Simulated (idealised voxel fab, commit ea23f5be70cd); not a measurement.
Title: Process Module voxel capacitor over wiring
Pictured: cross-section cut, 275 nm wide, on a grid of 5 nm square cells.
Cross-section = grid of square cells, listed top down in bands; band = one or more rows.
This entry defines a band. It first specifies the height of the band's top and the height of its bottom in nm, and then specifies the band's materials from left to right, stating each material with its width in nm. The word "all across" identifies a single material that fills the band from edge to edge, while the word "air" identifies empty space.
Heights from 0 (as-received wafer is one material below). Bottom band endless downward, as "0 nm and below".
The two numbers in a width such as "30..40" mark its ends across the band: the first belongs to the top row of cells, the second to the bottom row, and from each row to the next the width moves by the same amount.
Given "all unchanged" for a step, no cell of the cross-section differs between before and after that step.
Closed empty spaces (no open way to the top) of 8 cells or more are what "Sealed internal cavities" lists, each as width x height at distance from the left edge, nm for all three.
Heads up: the bit after the settings on a step's line is the simulator's remark on that step.
On any step carrying a mask, the "overlay nm" setting, if present on the step's line, tells how far right of its planned place the mask lay; negative values point to the left.
These are the steps we planned for the process:
- 1: RECEIVE: material Si
- 2: CONFORMAL_DEP: material SiO2, thk nm 10
- 3: DIRECTIONAL_DEP: material TiN, thk nm 5
- 4: DIRECTIONAL_DEP: material W, thk nm 20
- 5: PATTERN: tone cover, mask id METAL_1, material resist, width nm 30, pitch nm 95, thk nm 15, overlay nm 0
- 6: DIRECTIONAL_ETCH: etch materials W, depth nm 20
- 7: DIRECTIONAL_ETCH: etch materials TiN, depth nm 5
- 8: STRIP: etch materials resist
- 9: FILL_DEP: material lowk, thk nm 10
- 10: CMP: height nm 35
- 11: CONFORMAL_DEP: material SiCN, thk nm 5
- 12: DIRECTIONAL_DEP: material lowk, thk nm 10
- 13: DIRECTIONAL_DEP: material aC, thk nm 15
- 14: PATTERN: tone open, mask id PLUG_1, material resist, width nm 15, thk nm 35, overlay nm 0
- 15: DIRECTIONAL_ETCH: etch materials aC, depth nm 15
- 16: STRIP: etch materials resist
- 17: DIRECTIONAL_ETCH: etch materials lowk, depth nm 10
- 18: DIRECTIONAL_ETCH: etch materials SiCN, depth nm 5
- 19: STRIP: etch materials aC
- 20: EPI: material Ru, thk nm 10
- 21: EPI: material Ru, thk nm 5
- 22: DIRECTIONAL_DEP: material TiN, thk nm 10
- 23: DIRECTIONAL_DEP: material SiN, thk nm 5
- 24: DIRECTIONAL_DEP: material TiN, thk nm 5
- 25: MASKED_ETCH: tone cover, mask id UPPER_PLATE, width nm 70, etch materials TiN, depth nm 5, overlay nm 0
- 26: MASKED_ETCH: tone cover, mask id UPPER_PLATE, width nm 70, etch materials SiN, depth nm 5, overlay nm 0
- 27: MASKED_ETCH: tone cover, mask id LOWER_PLATE, width nm 80, etch materials TiN, depth nm 10, overlay nm 0
- 28: FILL_DEP: material SiO2, thk nm 15
- 29: CMP: height nm 80
- 30: DIRECTIONAL_DEP: material aC, thk nm 10
- 31: PATTERN: tone open, mask id PLUG_2, material resist, width nm 15, thk nm 25, overlay nm 0
- 32: DIRECTIONAL_ETCH: etch materials aC, depth nm 10
- 33: STRIP: etch materials resist
- 34: DIRECTIONAL_ETCH: etch materials SiO2, depth nm 10
- 35: STRIP: etch materials aC
- 36: CONFORMAL_DEP: material TiN, thk nm 5
- 37: FILL_DEP: material Cu, thk nm 10
- 38: CMP: height nm 80
- 39: CONFORMAL_DEP: material SiCN, thk nm 5
The cross-section here shows the wafer as received, i.e. in its state after step 1:
    0 nm and below | Si all across
    Sealed internal cavities: none
Here's the wafer cut in cross-section after the module, started and planned just like above, except one thing was done wrong in the run:
    85 nm to 80 nm | SiCN all across
    80 nm to 75 nm | SiO2 90, then SiN 70, then SiO2 115
    75 nm to 65 nm | SiO2 85, then TiN 80, then SiO2 110
    65 nm to 50 nm | Ru all across
    50 nm to 40 nm | Cu all across
    40 nm to 35 nm | SiCN all across
    35 nm to 15 nm | lowk 75, then W 30, then lowk 65, then W 30, then lowk 75
    15 nm to 10 nm | lowk 75, then TiN 30, then lowk 65, then TiN 30, then lowk 75
    10 nm to 0 nm | SiO2 all across
    0 nm and below | Si all across
    Sealed internal cavities: none
Heads up, the wafer didn't run the way we planned it: step 12 off recipe, ran as DIRECTIONAL_DEP: material Cu, thk nm 10
